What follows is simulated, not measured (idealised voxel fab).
Process module, titled voxel capacitor over wiring
Cross-sectional view cut (width: 280 nm; square cell size: 5 nm).
Bands, listed from the top down, are how a cross-section gets written in this document; the cross-section itself is a grid of square cells, and a band is one or more rows of them. The entry gives the band's vertical extent as a top height and a bottom height in nm, then its horizontal make-up as materials from left to right, each with a width in nm. "empty" stands for empty space; a single material marked "throughout" fills the band edge to edge. The level at which height equals 0 is the one under which the wafer, as it arrives, is entirely one material. No lower edge exists for the bottom band, which continues downward and is notated as in "z 0 and below". A width such as "30..40" changes by the same amount from each row of cells to the next, from the band's top row to its bottom row. Key: "all unchanged" - step with no changed cell in the cross-section. For the entry "Fully sealed cavities", the listed items are empty spaces with no open way to the top whose size is 8 cells or more; each item follows the pattern width x height at distance, where distance is from the left edge and all three are in nm. If you see something after the settings on a step's line, that's the simulator's own remark about that step. overlay nm: where the mask lay relative to plan, measured to the right, on steps with a mask; negatives go left. Note: before/after cross-section pairs follow, one process step per pair, after-side truncated at the lowest changed band, step and settings given beneath. Different runs of this module on the same starting wafer may supply the pairs; a pair continues the one above only where the "Before-step section" entry says so.

Before-step section:
    z 0 and below | Si throughout
    Fully sealed cavities: none

After the Step:
    z 15 to 0 | SiO2 throughout
    Everything under 0 stays put, no change at all.
    Fully sealed cavities: none
The process step bridging the two cross-sections above: CONFORMAL_DEP (material SiO2; thk nm 15)

Before-step section: The cross-section prior to this step is the one presented after the step of the pair immediately above.

After the Step:
    z 20 to 15 | TiN throughout
    Everything under 15 stays put, no change at all.
    Fully sealed cavities: none
The process step bridging the two cross-sections above: DIRECTIONAL_DEP (material TiN; thk nm 5)

Before-step section: The cross-section prior to this step is the one presented after the step of the pair immediately above.

After the Step:
    z 35 to 20 | W throughout
    Everything under 20 stays put, no change at all.
    Fully sealed cavities: none
The process step bridging the two cross-sections above: DIRECTIONAL_DEP (material W; thk nm 15)

Before-step section: The cross-section prior to this step is the one presented after the step of the pair immediately above.

After the Step:
    z 45 to 35 | aC throughout
    Everything under 35 stays put, no change at all.
    Fully sealed cavities: none
The process step bridging the two cross-sections above: DIRECTIONAL_DEP (material aC; thk nm 10)

Before-step section: The cross-section prior to this step is the one presented after the step of the pair immediately above.

After the Step:
    z 75 to 45 | 95 of empty, 20 of resist, 50 of empty, 20 of resist, 95 of empty
    Everything under 45 stays put, no change at all.
    Fully sealed cavities: none
The process step bridging the two cross-sections above: PATTERN (tone cover; mask id METAL_1; material resist; width nm 20; pitch nm 70; thk nm 30; overlay nm 0)

Before-step section: The cross-section prior to this step is the one presented after the step of the pair immediately above.

After the Step:
    z 65 to 45 | 95 of empty, 20 of resist, 50 of empty, 20 of resist, 95 of empty
    z 45 to 35 | 95 of empty, 20 of aC, 50 of empty, 20 of aC, 95 of empty
    Everything under 35 stays put, no change at all.
    Fully sealed cavities: none
The process step bridging the two cross-sections above: DIRECTIONAL_ETCH (etch materials aC; depth nm 10)

Before-step section: The cross-section prior to this step is the one presented after the step of the pair immediately above.

After the Step:
    z 45 to 35 | 95 of empty, 20 of aC, 50 of empty, 20 of aC, 95 of empty
    Everything under 35 stays put, no change at all.
    Fully sealed cavities: none
The process step bridging the two cross-sections above: STRIP (etch materials resist)

Before-step section: The cross-section prior to this step is the one presented after the step of the pair immediately above.

After the Step:
    z 45 to 35 | 95 of empty, 20 of aC, 50 of empty, 20 of aC, 95 of empty
    z 35 to 20 | 95 of empty, 20 of W, 50 of empty, 20 of W, 95 of empty
    Everything under 20 stays put, no change at all.
    Fully sealed cavities: none
The process step bridging the two cross-sections above: DIRECTIONAL_ETCH (etch materials W; depth nm 15)

Before-step section: The cross-section prior to this step is the one presented after the step of the pair immediately above.

After the Step:
    z 45 to 35 | 95 of empty, 20 of aC, 50 of empty, 20 of aC, 95 of empty
    z 35 to 20 | 95 of empty, 20 of W, 50 of empty, 20 of W, 95 of empty
    z 20 to 15 | 95 of empty, 20 of TiN, 50 of empty, 20 of TiN, 95 of empty
    Everything under 15 stays put, no change at all.
    Fully sealed cavities: none
The process step bridging the two cross-sections above: DIRECTIONAL_ETCH (etch materials TiN; depth nm 5)

Before-step section: The cross-section prior to this step is the one presented after the step of the pair immediately above.

After the Step:
    z 35 to 20 | 95 of empty, 20 of W, 50 of empty, 20 of W, 95 of empty
    Everything under 20 stays put, no change at all.
    Fully sealed cavities: none
The process step bridging the two cross-sections above: STRIP (etch materials aC)

Before-step section: The cross-section prior to this step is the one presented after the step of the pair immediately above.

After the Step:
    z 40 to 35 | SiO2 throughout
    z 35 to 20 | 95 of SiO2, 20 of W, 50 of SiO2, 20 of W, 95 of SiO2
    z 20 to 15 | 95 of SiO2, 20 of TiN, 50 of SiO2, 20 of TiN, 95 of SiO2
    Everything under 15 stays put, no change at all.
    Fully sealed cavities: none
The process step bridging the two cross-sections above: FILL_DEP (material SiO2; thk nm 5)

Before-step section: The cross-section prior to this step is the one presented after the step of the pair immediately above.

After the Step:
    z 35 to 20 | 95 of SiO2, 20 of W, 50 of SiO2, 20 of W, 95 of SiO2
    Everything under 20 stays put, no change at all.
    Fully sealed cavities: none
The process step bridging the two cross-sections above: CMP (height nm 35)

Before-step section: The cross-section prior to this step is the one presented after the step of the pair immediately above.

After the Step:
    z 40 to 35 | SiCN throughout
    Everything under 35 stays put, no change at all.
    Fully sealed cavities: none
The process step bridging the two cross-sections above: CONFORMAL_DEP (material SiCN; thk nm 5)

Before-step section: The cross-section prior to this step is the one presented after the step of the pair immediately above.

After the Step:
    z 55 to 40 | SiO2 throughout
    Everything under 40 stays put, no change at all.
    Fully sealed cavities: none
The process step bridging the two cross-sections above: DIRECTIONAL_DEP (material SiO2; thk nm 15)

Before-step section: The cross-section prior to this step is the one presented after the step of the pair immediately above.

After the Step:
    z 55 to 40 | 100 of SiO2, 15 of empty, 165 of SiO2
    Everything under 40 stays put, no change at all.
    Fully sealed cavities: none
The process step bridging the two cross-sections above: MASKED_ETCH (tone open; mask id PLUG_1; width nm 15; etch materials SiO2; depth nm 15; overlay nm 0)

Before-step section: The cross-section prior to this step is the one presented after the step of the pair immediately above.

After the Step:
    z 55 to 40 | 100 of SiO2, 15 of empty, 165 of SiO2
    z 40 to 35 | 100 of SiCN, 15 of empty, 165 of SiCN
    Everything under 35 stays put, no change at all.
    Fully sealed cavities: none
The process step bridging the two cross-sections above: MASKED_ETCH (tone open; mask id PLUG_1; width nm 15; etch materials SiCN; depth nm 5; overlay nm 0)

Before-step section: The cross-section prior to this step is the one presented after the step of the pair immediately above.

After the Step:
    z 55 to 45 | 100 of SiO2, 15 of empty, 165 of SiO2
    z 45 to 40 | 100 of SiO2, 15 of Ru, 165 of SiO2
    z 40 to 35 | 100 of SiCN, 15 of Ru, 165 of SiCN
    Everything under 35 stays put, no change at all.
    Fully sealed cavities: none
The process step bridging the two cross-sections above: EPI (material Ru; thk nm 10)

Before-step section: The cross-section prior to this step is the one presented after the step of the pair immediately above.

After the Step:
    z 55 to 40 | 100 of SiO2, 15 of Ru, 165 of SiO2
    Everything under 40 stays put, no change at all.
    Fully sealed cavities: none
The process step bridging the two cross-sections above: EPI (material Ru; thk nm 10)

Before-step section: The cross-section prior to this step is the one presented after the step of the pair immediately above.

After the Step:
    z 65 to 55 | TiN throughout
    Everything under 55 stays put, no change at all.
    Fully sealed cavities: none
The process step bridging the two cross-sections above: DIRECTIONAL_DEP (material TiN; thk nm 10)

Before-step section: The cross-section prior to this step is the one presented after the step of the pair immediately above.

After the Step:
    z 70 to 65 | SiN throughout
    Everything under 65 stays put, no change at all.
    Fully sealed cavities: none
The process step bridging the two cross-sections above: DIRECTIONAL_DEP (material SiN; thk nm 5)

Before-step section: The cross-section prior to this step is the one presented after the step of the pair immediately above.

After the Step:
    z 75 to 70 | TiN throughout
    Everything under 70 stays put, no change at all.
    Fully sealed cavities: none
The process step bridging the two cross-sections above: DIRECTIONAL_DEP (material TiN; thk nm 5)

Before-step section: The cross-section prior to this step is the one presented after the step of the pair immediately above.

After the Step:
    z 95 to 75 | 100 of empty, 55 of resist, 125 of empty
    Everything under 75 stays put, no change at all.
    Fully sealed cavities: none
The process step bridging the two cross-sections above: PATTERN (tone cover; mask id UPPER_PLATE; material resist; width nm 55; thk nm 20; overlay nm 0)

Before-step section: The cross-section prior to this step is the one presented after the step of the pair immediately above.

After the Step:
    z 95 to 75 | 100 of empty, 55 of resist, 125 of empty
    z 75 to 70 | 100 of empty, 55 of TiN, 125 of empty
    Everything under 70 stays put, no change at all.
    Fully sealed cavities: none
The process step bridging the two cross-sections above: DIRECTIONAL_ETCH (etch materials TiN; depth nm 5)

Before-step section: The cross-section prior to this step is the one presented after the step of the pair immediately above.

After the Step:
    z 95 to 75 | 100 of empty, 55 of resist, 125 of empty
    z 75 to 70 | 100 of empty, 55 of TiN, 125 of empty
    z 70 to 65 | 100 of empty, 55 of SiN, 125 of empty
    Everything under 65 stays put, no change at all.
    Fully sealed cavities: none
The process step bridging the two cross-sections above: DIRECTIONAL_ETCH (etch materials SiN; depth nm 5)

Before-step section: The cross-section prior to this step is the one presented after the step of the pair immediately above.

After the Step:
    z 75 to 70 | 100 of empty, 55 of TiN, 125 of empty
    Everything under 70 stays put, no change at all.
    Fully sealed cavities: none
The process step bridging the two cross-sections above: STRIP (etch materials resist)

Before-step section: The cross-section prior to this step is the one presented after the step of the pair immediately above.

After the Step:
    z 85 to 75 | 100 of empty, 55 of aC, 125 of empty
    z 75 to 70 | 100 of aC, 55 of TiN, 125 of aC
    z 70 to 65 | 100 of aC, 55 of SiN, 125 of aC
    Everything under 65 stays put, no change at all.
    Fully sealed cavities: none
The process step bridging the two cross-sections above: DIRECTIONAL_DEP (material aC; thk nm 10)

Before-step section: The cross-section prior to this step is the one presented after the step of the pair immediately above.

After the Step:
    z 110 to 85 | 95 of empty, 65 of resist, 120 of empty
    z 85 to 75 | 95 of empty, 5 of resist, 55 of aC, 5 of resist, 120 of empty
    Everything under 75 stays put, no change at all.
    Fully sealed cavities: none
The process step bridging the two cross-sections above: PATTERN (tone cover; mask id LOWER_PLATE; material resist; width nm 65; thk nm 25; overlay nm 0)

Before-step section: The cross-section prior to this step is the one presented after the step of the pair immediately above.

After the Step:
    z 100 to 85 | 95 of empty, 65 of resist, 120 of empty
    z 85 to 75 | 95 of empty, 5 of resist, 55 of aC, 5 of resist, 120 of empty
    z 75 to 70 | 95 of empty, 5 of aC, 55 of TiN, 5 of aC, 120 of empty
    z 70 to 65 | 95 of empty, 5 of aC, 55 of SiN, 5 of aC, 120 of empty
    Everything under 65 stays put, no change at all.
    Fully sealed cavities: none
The process step bridging the two cross-sections above: DIRECTIONAL_ETCH (etch materials aC; depth nm 10)

Before-step section: The cross-section prior to this step is the one presented after the step of the pair immediately above.

After the Step:
    z 85 to 75 | 100 of empty, 55 of aC, 125 of empty
    Everything under 75 stays put, no change at all.
    Fully sealed cavities: none
The process step bridging the two cross-sections above: STRIP (etch materials resist)

Before-step section: The cross-section prior to this step is the one presented after the step of the pair immediately above.

After the Step:
    z 85 to 75 | 100 of empty, 55 of aC, 125 of empty
    z 75 to 70 | 95 of empty, 5 of aC, 55 of TiN, 5 of aC, 120 of empty
    z 70 to 65 | 95 of empty, 5 of aC, 55 of SiN, 5 of aC, 120 of empty
    z 65 to 55 | 95 of empty, 65 of TiN, 120 of empty
    Everything under 55 stays put, no change at all.
    Fully sealed cavities: none
The process step bridging the two cross-sections above: DIRECTIONAL_ETCH (etch materials TiN; depth nm 10)

Before-step section: The cross-section prior to this step is the one presented after the step of the pair immediately above.

After the Step:
    z 75 to 70 | 100 of empty, 55 of TiN, 125 of empty
    z 70 to 65 | 100 of empty, 55 of SiN, 125 of empty
    Everything under 65 stays put, no change at all.
    Fully sealed cavities: none
The process step bridging the two cross-sections above: STRIP (etch materials aC)

Before-step section: The cross-section prior to this step is the one presented after the step of the pair immediately above.

After the Step:
    z 95 to 75 | SiO2 throughout
    z 75 to 70 | 100 of SiO2, 55 of TiN, 125 of SiO2
    z 70 to 65 | 100 of SiO2, 55 of SiN, 125 of SiO2
    z 65 to 55 | 95 of SiO2, 65 of TiN, 120 of SiO2
    Everything under 55 stays put, no change at all.
    Fully sealed cavities: none
The process step bridging the two cross-sections above: FILL_DEP (material SiO2; thk nm 20)

Before-step section: The cross-section prior to this step is the one presented after the step of the pair immediately above.

After the Step:
    z 90 to 75 | SiO2 throughout
    Everything under 75 stays put, no change at all.
    Fully sealed cavities: none
The process step bridging the two cross-sections above: CMP (height nm 90)

Before-step section: The cross-section prior to this step is the one presented after the step of the pair immediately above.

After the Step:
    z 105 to 90 | 110 of resist, 15 of empty, 155 of resist
    Everything under 90 stays put, no change at all.
    Fully sealed cavities: none
The process step bridging the two cross-sections above: PATTERN (tone open; mask id PLUG_2; material resist; width nm 15; thk nm 15; overlay nm 0)

Before-step section: The cross-section prior to this step is the one presented after the step of the pair immediately above.

After the Step:
    z 105 to 90 | 110 of resist, 15 of empty, 155 of resist
    z 90 to 75 | 110 of SiO2, 15 of empty, 155 of SiO2
    Everything under 75 stays put, no change at all.
    Fully sealed cavities: none
The process step bridging the two cross-sections above: DIRECTIONAL_ETCH (etch materials SiO2; depth nm 15)

Before-step section: The cross-section prior to this step is the one presented after the step of the pair immediately above.

After the Step:
    z 90 to 75 | 110 of SiO2, 15 of empty, 155 of SiO2
    Everything under 75 stays put, no change at all.
    Fully sealed cavities: none
The process step bridging the two cross-sections above: STRIP (etch materials resist)

Before-step section: The cross-section prior to this step is the one presented after the step of the pair immediately above.

After the Step:
    z 95 to 90 | 115 of TiN, 5 of empty, 160 of TiN
    z 90 to 80 | 110 of SiO2, 5 of TiN, 5 of empty, 5 of TiN, 155 of SiO2
    z 80 to 70 | 110..100 of SiO2, 15..55 of TiN, 155..125 of SiO2
    Everything under 70 stays put, no change at all.
    Fully sealed cavities: none
The process step bridging the two cross-sections above: CONFORMAL_DEP (material TiN; thk nm 5)

Before-step section: The cross-section prior to this step is the one presented after the step of the pair immediately above.

After the Step:
    z 105 to 95 | W throughout
    z 95 to 90 | 115 of TiN, 5 of W, 160 of TiN
    z 90 to 80 | 110 of SiO2, 5 of TiN, 5 of W, 5 of TiN, 155 of SiO2
    Everything under 80 stays put, no change at all.
    Fully sealed cavities: none
The process step bridging the two cross-sections above: FILL_DEP (material W; thk nm 10)

Before-step section: The cross-section prior to this step is the one presented after the step of the pair immediately above.

After the Step:
    z 90 to 80 | 110 of SiO2, 5 of TiN, 5 of W, 5 of TiN, 155 of SiO2
    Everything under 80 stays put, no change at all.
    Fully sealed cavities: none
The process step bridging the two cross-sections above: CMP (height nm 90)

Before-step section: The cross-section prior to this step is the one presented after the step of the pair immediately above.

After the Step:
    z 95 to 90 | SiN throughout
    Everything under 90 stays put, no change at all.
    Fully sealed cavities: none
The process step bridging the two cross-sections above: CONFORMAL_DEP (material SiN; thk nm 5)

Before-step section:
    z 105 to 95 | W throughout
    z 95 to 90 | 115 of TiN, 5 of W, 160 of TiN
    z 90 to 80 | 110 of SiO2, 5 of TiN, 5 of W, 5 of TiN, 155 of SiO2
    z 80 to 70 | 110..100 of SiO2, 15..55 of TiN, 155..125 of SiO2
    z 70 to 65 | 100 of SiO2, 55 of SiN, 125 of SiO2
    z 65 to 55 | 95 of SiO2, 65 of TiN, 120 of SiO2
    z 55 to 40 | 100 of SiO2, 15 of Ru, 165 of SiO2
    z 40 to 35 | 100 of SiCN, 15 of Ru, 165 of SiCN
    z 35 to 20 | 95 of SiO2, 20 of W, 50 of SiO2, 20 of W, 95 of SiO2
    z 20 to 15 | 95 of SiO2, 20 of TiN, 50 of SiO2, 20 of TiN, 95 of SiO2
    z 15 to 0 | SiO2 throughout
    z 0 and below | Si throughout
    Fully sealed cavities: none

After the Step:
    z 110 to 105 | SiN throughout
    Everything under 105 stays put, no change at all.
    Fully sealed cavities: none
The process step bridging the two cross-sections above: CONFORMAL_DEP (material SiN; thk nm 5)

Before-step section:
    z 15 to 0 | SiO2 throughout
    z 0 and below | Si throughout
    Fully sealed cavities: none

After the Step:
    z 30 to 0 | SiO2 throughout
    Everything under 0 stays put, no change at all.
    Fully sealed cavities: none
The process step bridging the two cross-sections above: CONFORMAL_DEP (material SiO2; thk nm 15)

Before-step section: The cross-section prior to this step is the one presented after the step of the pair immediately above.

After the Step:
    z 35 to 30 | TiN throughout
    Everything under 30 stays put, no change at all.
    Fully sealed cavities: none
The process step bridging the two cross-sections above: DIRECTIONAL_DEP (material TiN; thk nm 5)

Before-step section: The cross-section prior to this step is the one presented after the step of the pair immediately above.

After the Step:
    z 50 to 35 | W throughout
    Everything under 35 stays put, no change at all.
    Fully sealed cavities: none
The process step bridging the two cross-sections above: DIRECTIONAL_DEP (material W; thk nm 15)

Before-step section: The cross-section prior to this step is the one presented after the step of the pair immediately above.

After the Step:
    z 60 to 50 | aC throughout
    Everything under 50 stays put, no change at all.
    Fully sealed cavities: none
The process step bridging the two cross-sections above: DIRECTIONAL_DEP (material aC; thk nm 10)

Before-step section: The cross-section prior to this step is the one presented after the step of the pair immediately above.

After the Step:
    z 90 to 60 | 95 of empty, 20 of resist, 50 of empty, 20 of resist, 95 of empty
    Everything under 60 stays put, no change at all.
    Fully sealed cavities: none
The process step bridging the two cross-sections above: PATTERN (tone cover; mask id METAL_1; material resist; width nm 20; pitch nm 70; thk nm 30; overlay nm 0)

Before-step section: The cross-section prior to this step is the one presented after the step of the pair immediately above.

After the Step:
    z 80 to 60 | 95 of empty, 20 of resist, 50 of empty, 20 of resist, 95 of empty
    z 60 to 50 | 95 of empty, 20 of aC, 50 of empty, 20 of aC, 95 of empty
    Everything under 50 stays put, no change at all.
    Fully sealed cavities: none
The process step bridging the two cross-sections above: DIRECTIONAL_ETCH (etch materials aC; depth nm 10)

Before-step section: The cross-section prior to this step is the one presented after the step of the pair immediately above.

After the Step:
    z 60 to 50 | 95 of empty, 20 of aC, 50 of empty, 20 of aC, 95 of empty
    Everything under 50 stays put, no change at all.
    Fully sealed cavities: none
The process step bridging the two cross-sections above: STRIP (etch materials resist)

Before-step section: The cross-section prior to this step is the one presented after the step of the pair immediately above.

After the Step:
    z 60 to 50 | 95 of empty, 20 of aC, 50 of empty, 20 of aC, 95 of empty
    z 50 to 35 | 95 of empty, 20 of W, 50 of empty, 20 of W, 95 of empty
    Everything under 35 stays put, no change at all.
    Fully sealed cavities: none
The process step bridging the two cross-sections above: DIRECTIONAL_ETCH (etch materials W; depth nm 15)

Before-step section: The cross-section prior to this step is the one presented after the step of the pair immediately above.

After the Step:
    z 60 to 50 | 95 of empty, 20 of aC, 50 of empty, 20 of aC, 95 of empty
    z 50 to 35 | 95 of empty, 20 of W, 50 of empty, 20 of W, 95 of empty
    z 35 to 30 | 95 of empty, 20 of TiN, 50 of empty, 20 of TiN, 95 of empty
    Everything under 30 stays put, no change at all.
    Fully sealed cavities: none
The process step bridging the two cross-sections above: DIRECTIONAL_ETCH (etch materials TiN; depth nm 5)

Before-step section: The cross-section prior to this step is the one presented after the step of the pair immediately above.

After the Step:
    z 50 to 35 | 95 of empty, 20 of W, 50 of empty, 20 of W, 95 of empty
    Everything under 35 stays put, no change at all.
    Fully sealed cavities: none
The process step bridging the two cross-sections above: STRIP (etch materials aC)

Before-step section: The cross-section prior to this step is the one presented after the step of the pair immediately above.

After the Step:
    z 55 to 50 | SiO2 throughout
    z 50 to 35 | 95 of SiO2, 20 of W, 50 of SiO2, 20 of W, 95 of SiO2
    z 35 to 30 | 95 of SiO2, 20 of TiN, 50 of SiO2, 20 of TiN, 95 of SiO2
    Everything under 30 stays put, no change at all.
    Fully sealed cavities: none
The process step bridging the two cross-sections above: FILL_DEP (material SiO2; thk nm 5)

Before-step section: The cross-section prior to this step is the one presented after the step of the pair immediately above.

After the Step:
    z 35 to 30 | 95 of SiO2, 20 of TiN, 50 of SiO2, 20 of TiN, 95 of SiO2
    Everything under 30 stays put, no change at all.
    Fully sealed cavities: none
The process step bridging the two cross-sections above: CMP (height nm 35)

Before-step section: The cross-section prior to this step is the one presented after the step of the pair immediately above.

After the Step:
    z 40 to 35 | SiCN throughout
    Everything under 35 stays put, no change at all.
    Fully sealed cavities: none
The process step bridging the two cross-sections above: CONFORMAL_DEP (material SiCN; thk nm 5)

Before-step section: The cross-section prior to this step is the one presented after the step of the pair immediately above.

After the Step:
    z 55 to 40 | SiO2 throughout
    Everything under 40 stays put, no change at all.
    Fully sealed cavities: none
The process step bridging the two cross-sections above: DIRECTIONAL_DEP (material SiO2; thk nm 15)

Before-step section: The cross-section prior to this step is the one presented after the step of the pair immediately above.

After the Step:
    z 55 to 40 | 100 of SiO2, 15 of empty, 165 of SiO2
    Everything under 40 stays put, no change at all.
    Fully sealed cavities: none
The process step bridging the two cross-sections above: MASKED_ETCH (tone open; mask id PLUG_1; width nm 15; etch materials SiO2; depth nm 15; overlay nm 0)

Before-step section: The cross-section prior to this step is the one presented after the step of the pair immediately above.

After the Step:
    z 55 to 40 | 100 of SiO2, 15 of empty, 165 of SiO2
    z 40 to 35 | 100 of SiCN, 15 of empty, 165 of SiCN
    Everything under 35 stays put, no change at all.
    Fully sealed cavities: none
The process step bridging the two cross-sections above: MASKED_ETCH (tone open; mask id PLUG_1; width nm 15; etch materials SiCN; depth nm 5; overlay nm 0)

Before-step section: The cross-section prior to this step is the one presented after the step of the pair immediately above.

After the Step:
    z 55 to 45 | 100 of SiO2, 15 of empty, 165 of SiO2
    z 45 to 40 | 100 of SiO2, 15 of Ru, 165 of SiO2
    z 40 to 35 | 100 of SiCN, 15 of Ru, 165 of SiCN
    Everything under 35 stays put, no change at all.
    Fully sealed cavities: none
The process step bridging the two cross-sections above: EPI (material Ru; thk nm 10)

Before-step section: The cross-section prior to this step is the one presented after the step of the pair immediately above.

After the Step:
    z 55 to 40 | 100 of SiO2, 15 of Ru, 165 of SiO2
    Everything under 40 stays put, no change at all.
    Fully sealed cavities: none
The process step bridging the two cross-sections above: EPI (material Ru; thk nm 10)

Before-step section: The cross-section prior to this step is the one presented after the step of the pair immediately above.

After the Step:
    z 65 to 55 | TiN throughout
    Everything under 55 stays put, no change at all.
    Fully sealed cavities: none
The process step bridging the two cross-sections above: DIRECTIONAL_DEP (material TiN; thk nm 10)

Before-step section: The cross-section prior to this step is the one presented after the step of the pair immediately above.

After the Step:
    z 70 to 65 | SiN throughout
    Everything under 65 stays put, no change at all.
    Fully sealed cavities: none
The process step bridging the two cross-sections above: DIRECTIONAL_DEP (material SiN; thk nm 5)

Before-step section: The cross-section prior to this step is the one presented after the step of the pair immediately above.

After the Step:
    z 75 to 70 | TiN throughout
    Everything under 70 stays put, no change at all.
    Fully sealed cavities: none
The process step bridging the two cross-sections above: DIRECTIONAL_DEP (material TiN; thk nm 5)

Before-step section: The cross-section prior to this step is the one presented after the step of the pair immediately above.

After the Step:
    z 95 to 75 | 100 of empty, 55 of resist, 125 of empty
    Everything under 75 stays put, no change at all.
    Fully sealed cavities: none
The process step bridging the two cross-sections above: PATTERN (tone cover; mask id UPPER_PLATE; material resist; width nm 55; thk nm 20; overlay nm 0)

Before-step section: The cross-section prior to this step is the one presented after the step of the pair immediately above.

After the Step:
    z 95 to 75 | 100 of empty, 55 of resist, 125 of empty
    z 75 to 70 | 100 of empty, 55 of TiN, 125 of empty
    Everything under 70 stays put, no change at all.
    Fully sealed cavities: none
The process step bridging the two cross-sections above: DIRECTIONAL_ETCH (etch materials TiN; depth nm 5)

Before-step section: The cross-section prior to this step is the one presented after the step of the pair immediately above.

After the Step:
    z 95 to 75 | 100 of empty, 55 of resist, 125 of empty
    z 75 to 70 | 100 of empty, 55 of TiN, 125 of empty
    z 70 to 65 | 100 of empty, 55 of SiN, 125 of empty
    Everything under 65 stays put, no change at all.
    Fully sealed cavities: none
The process step bridging the two cross-sections above: DIRECTIONAL_ETCH (etch materials SiN; depth nm 5)

Before-step section: The cross-section prior to this step is the one presented after the step of the pair immediately above.

After the Step:
    z 75 to 70 | 100 of empty, 55 of TiN, 125 of empty
    Everything under 70 stays put, no change at all.
    Fully sealed cavities: none
The process step bridging the two cross-sections above: STRIP (etch materials resist)

Before-step section: The cross-section prior to this step is the one presented after the step of the pair immediately above.

After the Step:
    z 85 to 75 | 100 of empty, 55 of aC, 125 of empty
    z 75 to 70 | 100 of aC, 55 of TiN, 125 of aC
    z 70 to 65 | 100 of aC, 55 of SiN, 125 of aC
    Everything under 65 stays put, no change at all.
    Fully sealed cavities: none
The process step bridging the two cross-sections above: DIRECTIONAL_DEP (material aC; thk nm 10)

Before-step section: The cross-section prior to this step is the one presented after the step of the pair immediately above.

After the Step:
    z 110 to 85 | 95 of empty, 65 of resist, 120 of empty
    z 85 to 75 | 95 of empty, 5 of resist, 55 of aC, 5 of resist, 120 of empty
    Everything under 75 stays put, no change at all.
    Fully sealed cavities: none
The process step bridging the two cross-sections above: PATTERN (tone cover; mask id LOWER_PLATE; material resist; width nm 65; thk nm 25; overlay nm 0)

Before-step section: The cross-section prior to this step is the one presented after the step of the pair immediately above.

After the Step:
    z 100 to 85 | 95 of empty, 65 of resist, 120 of empty
    z 85 to 75 | 95 of empty, 5 of resist, 55 of aC, 5 of resist, 120 of empty
    z 75 to 70 | 95 of empty, 5 of aC, 55 of TiN, 5 of aC, 120 of empty
    z 70 to 65 | 95 of empty, 5 of aC, 55 of SiN, 5 of aC, 120 of empty
    Everything under 65 stays put, no change at all.
    Fully sealed cavities: none
The process step bridging the two cross-sections above: DIRECTIONAL_ETCH (etch materials aC; depth nm 10)

Before-step section: The cross-section prior to this step is the one presented after the step of the pair immediately above.

After the Step:
    z 85 to 75 | 100 of empty, 55 of aC, 125 of empty
    Everything under 75 stays put, no change at all.
    Fully sealed cavities: none
The process step bridging the two cross-sections above: STRIP (etch materials resist)

Before-step section: The cross-section prior to this step is the one presented after the step of the pair immediately above.

After the Step:
    z 85 to 75 | 100 of empty, 55 of aC, 125 of empty
    z 75 to 70 | 95 of empty, 5 of aC, 55 of TiN, 5 of aC, 120 of empty
    z 70 to 65 | 95 of empty, 5 of aC, 55 of SiN, 5 of aC, 120 of empty
    z 65 to 55 | 95 of empty, 65 of TiN, 120 of empty
    Everything under 55 stays put, no change at all.
    Fully sealed cavities: none
The process step bridging the two cross-sections above: DIRECTIONAL_ETCH (etch materials TiN; depth nm 10)

Before-step section: The cross-section prior to this step is the one presented after the step of the pair immediately above.

After the Step:
    z 75 to 70 | 100 of empty, 55 of TiN, 125 of empty
    z 70 to 65 | 100 of empty, 55 of SiN, 125 of empty
    Everything under 65 stays put, no change at all.
    Fully sealed cavities: none
The process step bridging the two cross-sections above: STRIP (etch materials aC)

Before-step section: The cross-section prior to this step is the one presented after the step of the pair immediately above.

After the Step:
    z 95 to 75 | SiO2 throughout
    z 75 to 70 | 100 of SiO2, 55 of TiN, 125 of SiO2
    z 70 to 65 | 100 of SiO2, 55 of SiN, 125 of SiO2
    z 65 to 55 | 95 of SiO2, 65 of TiN, 120 of SiO2
    Everything under 55 stays put, no change at all.
    Fully sealed cavities: none
The process step bridging the two cross-sections above: FILL_DEP (material SiO2; thk nm 20)

Before-step section: The cross-section prior to this step is the one presented after the step of the pair immediately above.

After the Step:
    z 90 to 75 | SiO2 throughout
    Everything under 75 stays put, no change at all.
    Fully sealed cavities: none
The process step bridging the two cross-sections above: CMP (height nm 90)

Before-step section: The cross-section prior to this step is the one presented after the step of the pair immediately above.

After the Step:
    z 105 to 90 | 110 of resist, 15 of empty, 155 of resist
    Everything under 90 stays put, no change at all.
    Fully sealed cavities: none
The process step bridging the two cross-sections above: PATTERN (tone open; mask id PLUG_2; material resist; width nm 15; thk nm 15; overlay nm 0)

Before-step section: The cross-section prior to this step is the one presented after the step of the pair immediately above.

After the Step:
    z 105 to 90 | 110 of resist, 15 of empty, 155 of resist
    z 90 to 75 | 110 of SiO2, 15 of empty, 155 of SiO2
    Everything under 75 stays put, no change at all.
    Fully sealed cavities: none
The process step bridging the two cross-sections above: DIRECTIONAL_ETCH (etch materials SiO2; depth nm 15)

Before-step section: The cross-section prior to this step is the one presented after the step of the pair immediately above.

After the Step:
    z 90 to 75 | 110 of SiO2, 15 of empty, 155 of SiO2
    Everything under 75 stays put, no change at all.
    Fully sealed cavities: none
The process step bridging the two cross-sections above: STRIP (etch materials resist)

Before-step section: The cross-section prior to this step is the one presented after the step of the pair immediately above.

After the Step:
    z 95 to 90 | 115 of TiN, 5 of empty, 160 of TiN
    z 90 to 80 | 110 of SiO2, 5 of TiN, 5 of empty, 5 of TiN, 155 of SiO2
    z 80 to 70 | 110..100 of SiO2, 15..55 of TiN, 155..125 of SiO2
    Everything under 70 stays put, no change at all.
    Fully sealed cavities: none
The process step bridging the two cross-sections above: CONFORMAL_DEP (material TiN; thk nm 5)

Before-step section: The cross-section prior to this step is the one presented after the step of the pair immediately above.

After the Step:
    z 105 to 95 | W throughout
    z 95 to 90 | 115 of TiN, 5 of W, 160 of TiN
    z 90 to 80 | 110 of SiO2, 5 of TiN, 5 of W, 5 of TiN, 155 of SiO2
    Everything under 80 stays put, no change at all.
    Fully sealed cavities: none
The process step bridging the two cross-sections above: FILL_DEP (material W; thk nm 10)

Before-step section: The cross-section prior to this step is the one presented after the step of the pair immediately above.

After the Step:
    z 90 to 80 | 110 of SiO2, 5 of TiN, 5 of W, 5 of TiN, 155 of SiO2
    Everything under 80 stays put, no change at all.
    Fully sealed cavities: none
The process step bridging the two cross-sections above: CMP (height nm 90)

Before-step section: The cross-section prior to this step is the one presented after the step of the pair immediately above.

After the Step:
    z 95 to 90 | SiN throughout
    Everything under 90 stays put, no change at all.
    Fully sealed cavities: none
The process step bridging the two cross-sections above: CONFORMAL_DEP (material SiN; thk nm 5)

Before-step section:
    z 15 to 0 | SiO2 throughout
    z 0 and below | Si throughout
    Fully sealed cavities: none

After the Step:
    z 30 to 15 | W throughout
    Everything under 15 stays put, no change at all.
    Fully sealed cavities: none
The process step bridging the two cross-sections above: DIRECTIONAL_DEP (material W; thk nm 15)

Before-step section: The cross-section prior to this step is the one presented after the step of the pair immediately above.

After the Step:
    z 35 to 30 | TiN throughout
    Everything under 30 stays put, no change at all.
    Fully sealed cavities: none
The process step bridging the two cross-sections above: DIRECTIONAL_DEP (material TiN; thk nm 5)
